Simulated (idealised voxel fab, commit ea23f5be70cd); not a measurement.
Herein follows the process module entitled voxel plated lines.
Shown is cross-section cut, with a width of 180 nm and square cells of size 5 nm.
Cross-sections here: square-cell grids, written as top-down lists of bands, a band being one or more rows of cells.
For a band, the entry starts with two heights in nm, that of the top and then that of the bottom, and carries on with the band's materials in order from left to right, each alongside its width in nm; the word "everywhere" beside a single material means it fills the band edge to edge, and "air" means empty space.
All heights in this document are referenced to 0, defined as the level beneath which the wafer, as received, consists entirely of one material. The lowest band is not bounded below; it extends indefinitely downward and is written in the form "0 down".
Width: "30->40" (first number = top row, second number = bottom row, same change from row to row of cells).
Where the words "remained unchanged" appear for a step, the cross-section shows no cell changed by that step; every cell remained as before.
"Unvented internal voids" lists enclosed empty spaces (at least 8 cells, no open path upward to the top), each as width x height at distance from the left edge, in nm.
It should be noted that, on the line of a given step, the content following the step's settings is a remark produced by the simulator itself with respect to that step.
Each step line may optionally specify "overlay nm", which for a step with a mask gives the rightward distance between the mask's planned place and where it lay, a negative value indicating the leftward direction.
Set out below are the planned steps of the process
1 RECEIVE | material Si
2 CONFORMAL_DEP | material SiN | thk nm 10
3 DIRECTIONAL_DEP | material TiN | thk nm 5
4 PATTERN | tone open | mask id LINES | material resist | width nm 15 | pitch nm 40 | thk nm 30 | overlay nm 0
5 EPI | material Ru | thk nm 10
6 EPI | material Ru | thk nm 10
7 STRIP | etch materials resist
8 DIRECTIONAL_ETCH | etch materials TiN | depth nm 5
9 CONFORMAL_DEP | material SiCN | thk nm 10
As-received wafer cross-section (after step 1)
* 0 down = Si everywhere
* Unvented internal voids: none
Module complete - cross-section of the first of two wafers, run according to plan
* 45 to 35 = 10 of air, then 35 of SiCN, then 5 of air, then 35 of SiCN, then 5 of air, then 35 of SiCN, then 5 of air, then 35 of SiCN, then 15 of air
* 35 to 20 = 10 of air, then 10 of SiCN, then 15 of Ru, then 10 of SiCN, then 5 of air, then 10 of SiCN, then 15 of Ru, then 10 of SiCN, then 5 of air, then 10 of SiCN, then 15 of Ru, then 10 of SiCN, then 5 of air, then 10 of SiCN, then 15 of Ru, then 10 of SiCN, then 15 of air
* 20 to 15 = 20 of SiCN, then 15 of Ru, then 25 of SiCN, then 15 of Ru, then 25 of SiCN, then 15 of Ru, then 25 of SiCN, then 15 of Ru, then 25 of SiCN
* 15 to 10 = 20 of SiCN, then 15 of TiN, then 25 of SiCN, then 15 of TiN, then 25 of SiCN, then 15 of TiN, then 25 of SiCN, then 15 of TiN, then 25 of SiCN
* 10 to 0 = SiN everywhere
* 0 down = Si everywhere
* Unvented internal voids: none
Cross-section of the latter of the two wafers at module completion. It had an identical start and an identical plan to the former; in running it, one mistake was made
* 55 to 45 = 10 of air, then 35 of SiCN, then 5 of air, then 35 of SiCN, then 5 of air, then 35 of SiCN, then 5 of air, then 35 of SiCN, then 15 of air
* 45 to 20 = 10 of air, then 10 of SiCN, then 15 of Ru, then 10 of SiCN, then 5 of air, then 10 of SiCN, then 15 of Ru, then 10 of SiCN, then 5 of air, then 10 of SiCN, then 15 of Ru, then 10 of SiCN, then 5 of air, then 10 of SiCN, then 15 of Ru, then 10 of SiCN, then 15 of air
* 20 to 15 = 20 of SiCN, then 15 of Ru, then 25 of SiCN, then 15 of Ru, then 25 of SiCN, then 15 of Ru, then 25 of SiCN, then 15 of Ru, then 25 of SiCN
* 15 to 10 = 20 of SiCN, then 15 of TiN, then 25 of SiCN, then 15 of TiN, then 25 of SiCN, then 15 of TiN, then 25 of SiCN, then 15 of TiN, then 25 of SiCN
* 10 to 0 = SiN everywhere
* 0 down = Si everywhere
* Unvented internal voids: none
In executing the process, a mistake was made relative to the plan: one of 5 and 6, all the same step, was done twice; can't tell which
Final wafer comparison in cells, second versus first, more or fewer per material: Ru +24 | SiCN +32
